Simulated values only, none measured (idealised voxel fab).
This is a process module. Its name is voxel trench capacitor.
This is section cut - it's 285 nm across, gridded in 5 nm square cells.
Notation: cross-section as square-cell grid; stated in bands, top first, going down; one or more cell rows per band.
Per band: top height and bottom height in nm, followed by the left-to-right materials and their widths in nm; "edge to edge" marks a single material spanning edge to edge, "empty" marks empty space.
Ref level 0: as-received wafer is one material below here. Bottom band extends down with no lower bound ("0 nm and below").
The expression "30->40" gives the width at the extremes of the band, the first number at its top row of cells and the second at its bottom row, with the width changing by equal amounts from each row to the next in between.
Step note "nothing different" = no cross-section cell changed.
The entry "Trapped void list" lists the empty spaces that cover at least 8 cells and have no open path to the top. Each is written as width x height at distance, where the distance is measured from the left edge and all three values are in nm.
Text after the settings on a step's line: the simulator's own remark on that step.
You can add "overlay nm" to a step's line. For a step with a mask, it describes how far the mask lay to the right of its planned position, and a negative number describes a lay to the left.

### plan
1: RECEIVE (material Si)
2: CONFORMAL_DEP (material SiN; thk nm 5)
3: MASKED_ETCH (tone open; mask id TRENCH; width nm 30; pitch nm 50; etch materials SiN; depth nm 5; overlay nm 0)
4: MASKED_ETCH (tone open; mask id TRENCH; width nm 30; pitch nm 50; etch materials Si; depth nm 25; overlay nm 0)
5: CONFORMAL_DEP (material HfO2; thk nm 5)
6: CONFORMAL_DEP (material TiN; thk nm 5)
7: FILL_DEP (material W; thk nm 5)
8: CMP (height nm 5)

### On the first of the two wafers: run conducted according to plan

### Cross-section of the wafer at receipt, which is the condition after step 1
0 nm and below: Si edge to edge
Trapped void list: none

### You're looking at a cross-section of the wafer after step 2
5 nm to 0 nm: SiN edge to edge
All layers under 0 are left as they were.

### You're looking at a cross-section of the wafer after step 3
5 nm to 0 nm: 100 of SiN  30 of empty  20 of SiN  30 of empty  105 of SiN
All layers under 0 are left as they were.

### You're looking at a cross-section of the wafer after step 4
5 nm to 0 nm: 100 of SiN  30 of empty  20 of SiN  30 of empty  105 of SiN
0 nm to -25 nm: 100 of Si  30 of empty  20 of Si  30 of empty  105 of Si
All layers under -25 are left as they were.

### You're looking at a cross-section of the wafer after step 5
10 nm to 5 nm: 105 of HfO2  20 of empty  30 of HfO2  20 of empty  110 of HfO2
5 nm to 0 nm: 100 of SiN  5 of HfO2  20 of empty  5 of HfO2  20 of SiN  5 of HfO2  20 of empty  5 of HfO2  105 of SiN
0 nm to -20 nm: 100 of Si  5 of HfO2  20 of empty  5 of HfO2  20 of Si  5 of HfO2  20 of empty  5 of HfO2  105 of Si
-20 nm to -25 nm: 100 of Si  30 of HfO2  20 of Si  30 of HfO2  105 of Si
All layers under -25 are left as they were.

### You're looking at a cross-section of the wafer after step 6
15 nm to 10 nm: 110 of TiN  10 of empty  40 of TiN  10 of empty  115 of TiN
10 nm to 5 nm: 105 of HfO2  5 of TiN  10 of empty  5 of TiN  30 of HfO2  5 of TiN  10 of empty  5 of TiN  110 of HfO2
5 nm to 0 nm: 100 of SiN  5 of HfO2  5 of TiN  10 of empty  5 of TiN  5 of HfO2  20 of SiN  5 of HfO2  5 of TiN  10 of empty  5 of TiN  5 of HfO2  105 of SiN
0 nm to -15 nm: 100 of Si  5 of HfO2  5 of TiN  10 of empty  5 of TiN  5 of HfO2  20 of Si  5 of HfO2  5 of TiN  10 of empty  5 of TiN  5 of HfO2  105 of Si
-15 nm to -20 nm: 100 of Si  5 of HfO2  20 of TiN  5 of HfO2  20 of Si  5 of HfO2  20 of TiN  5 of HfO2  105 of Si
All layers under -20 are left as they were.

### You're looking at a cross-section of the wafer after step 7
20 nm to 15 nm: W edge to edge
15 nm to 10 nm: 110 of TiN  10 of W  40 of TiN  10 of W  115 of TiN
10 nm to 5 nm: 105 of HfO2  5 of TiN  10 of W  5 of TiN  30 of HfO2  5 of TiN  10 of W  5 of TiN  110 of HfO2
5 nm to 0 nm: 100 of SiN  5 of HfO2  5 of TiN  10 of W  5 of TiN  5 of HfO2  20 of SiN  5 of HfO2  5 of TiN  10 of W  5 of TiN  5 of HfO2  105 of SiN
0 nm to -15 nm: 100 of Si  5 of HfO2  5 of TiN  10 of W  5 of TiN  5 of HfO2  20 of Si  5 of HfO2  5 of TiN  10 of W  5 of TiN  5 of HfO2  105 of Si
All layers under -15 are left as they were.

### You're looking at a cross-section of the wafer after step 8
5 nm to 0 nm: 100 of SiN  5 of HfO2  5 of TiN  10 of W  5 of TiN  5 of HfO2  20 of SiN  5 of HfO2  5 of TiN  10 of W  5 of TiN  5 of HfO2  105 of SiN
All layers under 0 are left as they were.

### Second wafer. Start and plan as for the first. One mistake made in running. Agrees with the first up to and including step 4

### Second wafer, cross-section, planned end of step 5
20 nm to 5 nm: HfO2 edge to edge
5 nm to 0 nm: 100 of SiN  30 of HfO2  20 of SiN  30 of HfO2  105 of SiN
0 nm to -25 nm: 100 of Si  30 of HfO2  20 of Si  30 of HfO2  105 of Si
All layers under -25 are left as they were.

### Second wafer, cross-section, planned end of step 6
25 nm to 20 nm: TiN edge to edge
All layers under 20 are left as they were.

### Second wafer, cross-section, planned end of step 7
30 nm to 25 nm: W edge to edge
All layers under 25 are left as they were.

### Second wafer, cross-section, planned end of step 8
5 nm to 0 nm: 100 of SiN  30 of HfO2  20 of SiN  30 of HfO2  105 of SiN
All layers under 0 are left as they were.
Plan not followed: step 5 off recipe, ran as CONFORMAL_DEP (material HfO2; thk nm 15)
The final cell counts differ between the wafers, with the second having more or fewer of some materials than the first: +40 HfO2 | -24 TiN | -16 W
